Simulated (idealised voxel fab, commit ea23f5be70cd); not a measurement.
Process module name: voxel self aligned contacts
Square cell edge 5 nm, section width 230 nm, ID cut.
Each cross-section below is a grid of square cells, stated as bands in top-down order, with one or more rows of cells making up each band.
The band entry comprises the height of the band's top followed by the height of its bottom, expressed in nm, and subsequently the band's materials from left to right, each stated together with its width in nm. Where a single material is marked with the word "edge to edge", that material fills the band from edge to edge. The word "empty" represents empty space.
It should be noted that heights are counted from 0, beneath which the wafer as supplied is of one material throughout, and that the lowest band possesses no lower boundary but continues downward, as written in "top 0, no bottom".
Width spec "30 to 40" -> top row of cells at first value, bottom row at second value, equal per-row change in between.
Where the words "no modifications" appear for a step, the cross-section shows no cell changed by that step; every cell remained as before.
Under "Sealed internal cavities" you'll find the enclosed gaps, the ones with no way out to the top, that are 8 cells or bigger; each reads width x height at distance, with distance counted from the left edge, everything in nm.
after a step's settings: what the simulator itself notes on the step
overlay nm: mask right of planned place by this much (step with mask). Neg. = left.
THE PLANNED PROCESS STEPS ARE ENUMERATED HEREUNDER
1. RECEIVE,material Si
2. OXIDIZE,depth nm 5
3. DIRECTIONAL_DEP,material polySi,thk nm 20
4. DIRECTIONAL_DEP,material SiN,thk nm 25
5. MASKED_ETCH,tone cover,mask id GATE,width nm 35,pitch nm 75,etch materials SiN,depth nm 25,overlay nm 0
6. MASKED_ETCH,tone cover,mask id GATE,width nm 35,pitch nm 75,etch materials polySi,depth nm 20,overlay nm 0
7. CONFORMAL_DEP,material SiN,thk nm 10
8. DIRECTIONAL_ETCH,etch materials SiN,depth nm 10
9. FILL_DEP,material SiO2,thk nm 15
10. CMP,height nm 50
11. DIRECTIONAL_DEP,material aC,thk nm 10
12. PATTERN,tone open,mask id CONTACT,material resist,width nm 60,pitch nm 75,thk nm 30,overlay nm 0
13. DIRECTIONAL_ETCH,etch materials aC,depth nm 10
14. STRIP,etch materials resist
15. DIRECTIONAL_ETCH,etch materials SiO2,depth nm 55
16. STRIP,etch materials aC
17. CONFORMAL_DEP,material TiN,thk nm 5
18. FILL_DEP,material Ru,thk nm 10
19. CMP,height nm 50
20. CONFORMAL_DEP,material SiCN,thk nm 5
CROSS-SECTION: WAFER ON ARRIVAL = AFTER STEP 1
	top 0, no bottom: Si edge to edge
	Sealed internal cavities: none
WAFER AT MODULE END, IN SECTION. BEGAN AS ABOVE, PLANNED AS ABOVE, RUN WITH ONE MISTAKE
	top 55, bottom 50: SiCN edge to edge
	top 50, bottom 45: 45 of SiO2; 25 of TiN; 10 of Ru; 25 of TiN; 15 of SiO2; 25 of TiN; 10 of Ru; 25 of TiN; 50 of SiO2
	top 45, bottom 20: 10 of SiO2; 55 of SiN; 5 of TiN; 10 of Ru; 5 of TiN; 55 of SiN; 5 of TiN; 10 of Ru; 5 of TiN; 55 of SiN; 15 of SiO2
	top 20, bottom 5: 10 of SiO2; 10 of SiN; 35 of polySi; 10 of SiN; 5 of TiN; 10 of Ru; 5 of TiN; 10 of SiN; 35 of polySi; 10 of SiN; 5 of TiN; 10 of Ru; 5 of TiN; 10 of SiN; 35 of polySi; 10 of SiN; 15 of SiO2
	top 5, bottom 0: 10 of SiO2; 10 of SiN; 35 of polySi; 10 of SiN; 20 of TiN; 10 of SiN; 35 of polySi; 10 of SiN; 20 of TiN; 10 of SiN; 35 of polySi; 10 of SiN; 15 of SiO2
	top 0, no bottom: Si edge to edge
	Sealed internal cavities: none
Want to know what went wrong? no execution of plan step 2; skipped
